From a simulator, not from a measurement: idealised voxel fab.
Process module heading - voxel wiring stack
Xsec cut, 180 nm wide, square cell size 5 nm.
Square cells in a grid make up a cross-section in this document, and the grid is given as bands, listed from the top down, each one or more rows of cells. Heights first: top, then bottom, in nm. Then materials, left to right, each with a width in nm. "everywhere" on a single material: fills the band edge to edge. "blank": empty space. Height datum 0, below which the as-received substrate wafer is one material. Lowest band open at the bottom, running downward: "top 0, no bottom". With a width like "30..40", each row of cells in the band differs from the next by the same amount, the top row carrying the first number and the bottom row the second. Where the words "remained unchanged" appear for a step, the cross-section shows no cell changed by that step; every cell remained as before. Closed-off voids of 8+ cells (no open route to the top) go in "Voids, sealed", written width x height at distance from the left edge, in nm. What comes after the settings on a step's line is commentary from the simulator itself on that step. overlay nm, on a step with a mask: how far to the right of its planned place the mask lay; to the left if negative.

-- Steps in the process plan
1) RECEIVE with material Si
2) CONFORMAL_DEP with material SiO2, thk nm 15
3) DIRECTIONAL_DEP with material TiN, thk nm 5
4) DIRECTIONAL_DEP with material W, thk nm 20
5) PATTERN with tone cover, mask id METAL_1, material resist, width nm 20, pitch nm 45, thk nm 15, overlay nm 0
6) DIRECTIONAL_ETCH with etch materials W, depth nm 20
7) DIRECTIONAL_ETCH with etch materials TiN, depth nm 5
8) STRIP with etch materials resist
9) CONFORMAL_DEP with material SiCN, thk nm 5
10) FILL_DEP with material SiO2, thk nm 5
11) CMP with height nm 40
12) CONFORMAL_DEP with material SiCN, thk nm 5
13) DIRECTIONAL_DEP with material lowk, thk nm 25
14) MASKED_ETCH with tone open, mask id METAL_2, width nm 20, pitch nm 45, etch materials lowk, depth nm 15, overlay nm 0
15) PATTERN with tone open, mask id METAL_2_HOLES, material resist, width nm 15, thk nm 20, overlay nm 0
16) DIRECTIONAL_ETCH with etch materials lowk, depth nm 10
17) DIRECTIONAL_ETCH with etch materials SiCN, depth nm 5
18) STRIP with etch materials resist
19) CONFORMAL_DEP with material TiN, thk nm 5
20) FILL_DEP with material Cu, thk nm 5
21) CMP with height nm 70
22) CONFORMAL_DEP with material SiN, thk nm 5

-- Incoming wafer in cross-section (state: after step 1)
  top 0, no bottom  Si everywhere
  Voids, sealed: none

-- first wafer at the end, as planned
  top 75, bottom 70  SiN everywhere
  top 70, bottom 60  55 of lowk  5 of TiN  10 of Cu  5 of TiN  25 of lowk  5 of TiN  10 of Cu  5 of TiN  60 of lowk
  top 60, bottom 55  55 of lowk  5 of TiN  5 of Cu  10 of TiN  25 of lowk  20 of TiN  60 of lowk
  top 55, bottom 45  55 of lowk  5 of TiN  5 of Cu  5 of TiN  110 of lowk
  top 45, bottom 40  55 of SiCN  15 of TiN  110 of SiCN
  top 40, bottom 20  50 of SiO2  5 of SiCN  20 of W  5 of SiCN  15 of SiO2  5 of SiCN  20 of W  5 of SiCN  55 of SiO2
  top 20, bottom 15  55 of SiCN  20 of TiN  25 of SiCN  20 of TiN  60 of SiCN
  top 15, bottom 0  SiO2 everywhere
  top 0, no bottom  Si everywhere
  Voids, sealed: none

-- Wafer two, sectioned after the module: the first wafer's start, the first wafer's plan, and one mistake in how it was run
  top 75, bottom 70  SiN everywhere
  top 70, bottom 60  55 of lowk  5 of TiN  10 of Cu  5 of TiN  25 of lowk  5 of TiN  10 of Cu  5 of TiN  60 of lowk
  top 60, bottom 55  55 of lowk  5 of TiN  5 of Cu  10 of TiN  25 of lowk  20 of TiN  60 of lowk
  top 55, bottom 45  55 of lowk  5 of TiN  5 of Cu  5 of TiN  110 of lowk
  top 45, bottom 40  55 of SiCN  15 of TiN  110 of SiCN
  top 40, bottom 35  50 of SiO2  5 of SiCN  20 of W  5 of SiCN  15 of SiO2  5 of SiCN  20 of W  5 of SiCN  55 of SiO2
  top 35, bottom 30  55 of SiCN  20 of TiN  25 of SiCN  20 of TiN  60 of SiCN
  top 30, bottom 0  SiO2 everywhere
  top 0, no bottom  Si everywhere
  Voids, sealed: none
Misprocessing identified: step 2 from the plan got run twice
Final cells, second wafer relative to first, materials higher or lower: -12 SiCN, +36 SiO2, -24 W
